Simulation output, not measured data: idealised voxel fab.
You're looking at the process module voxel self aligned vias.
Square cells of 5 nm make up the cross-section cut, whose width is 235 nm.
Cross-sections here: square-cell grids, written as top-down lists of bands, a band being one or more rows of cells. Band: top height; bottom height; in nm. Then, left to right: material with width in nm, for each material. "everywhere": a single material spanning edge to edge. "air": empty space. We count height from 0. Below that, the starting wafer is all one material. The lowest band never ends at the bottom but goes on down; see "from 0 down" for how that is written. With a width like "30..40", each row of cells in the band differs from the next by the same amount, the top row carrying the first number and the bottom row the second. "remained unchanged" means the step left every cell of the cross-section as it was. Heads up: "Tabulated closed voids" only lists the empty pockets with no open path to the top that are 8 cells or more, and it writes them as width x height at distance, distance from the left edge, in nm. Heads up: the bit after the settings on a step's line is the simulator's remark on that step. The optional step-line setting "overlay nm" applies to steps with a mask and quantifies how far to the right of its planned location the mask lay, a negative value indicating leftward placement.
[Below is the list of planned process steps]
1: op RECEIVE | material Si
2: op CONFORMAL_DEP | material SiO2 | thk nm 10
3: op CONFORMAL_DEP | material SiCN | thk nm 5
4: op DIRECTIONAL_DEP | material SiO2 | thk nm 20
5: op MASKED_ETCH | tone open | mask id LINES | width nm 25 | pitch nm 70 | etch materials SiO2 | depth nm 20 | overlay nm -15
6: op CONFORMAL_DEP | material TiN | thk nm 5
7: op FILL_DEP | material W | thk nm 10
8: op CMP | height nm 35
9: op SELECTIVE_ETCH | etch materials W Ru TiN | depth nm 5
10: op FILL_DEP | material SiN | thk nm 5
11: op CMP | height nm 35
12: op DIRECTIONAL_DEP | material SiO2 | thk nm 15
13: op MASKED_ETCH | tone open | mask id VIAS | width nm 45 | pitch nm 70 | etch materials SiO2 | depth nm 15 | overlay nm 0
14: op MASKED_ETCH | tone open | mask id VIAS | width nm 45 | pitch nm 70 | etch materials SiN | depth nm 5 | overlay nm 0
15: op CONFORMAL_DEP | material TiN | thk nm 5
16: op FILL_DEP | material W | thk nm 10
17: op CMP | height nm 50
18: op CONFORMAL_DEP | material SiN | thk nm 5
For this document, wafers share an identical start and vary in the step 5 overlay nm; the plan quotes the first wafer's value.
[first wafer as received, after step 1]
> from 0 down = Si everywhere
> Tabulated closed voids: none
[Row per wafer, end-of-module: cell gain (+)/loss (-) by material since the wafer came in, then closed voids]
overlay nm -15, +47 SiCN, +49 SiN, +329 SiO2, +48 TiN, +44 W, Tabulated closed voids: none
overlay nm -10, +47 SiCN, +47 SiN, +329 SiO2, +48 TiN, +46 W, Tabulated closed voids: none
overlay nm -5, +47 SiCN, +47 SiN, +329 SiO2, +48 TiN, +46 W, Tabulated closed voids: none
overlay nm 0, +47 SiCN, +47 SiN, +329 SiO2, +48 TiN, +46 W, Tabulated closed voids: none
overlay nm 5, +47 SiCN, +47 SiN, +329 SiO2, +48 TiN, +46 W, Tabulated closed voids: none
overlay nm 10, +47 SiCN, +47 SiN, +329 SiO2, +48 TiN, +46 W, Tabulated closed voids: none
overlay nm 15, +47 SiCN, +49 SiN, +329 SiO2, +48 TiN, +44 W, Tabulated closed voids: none
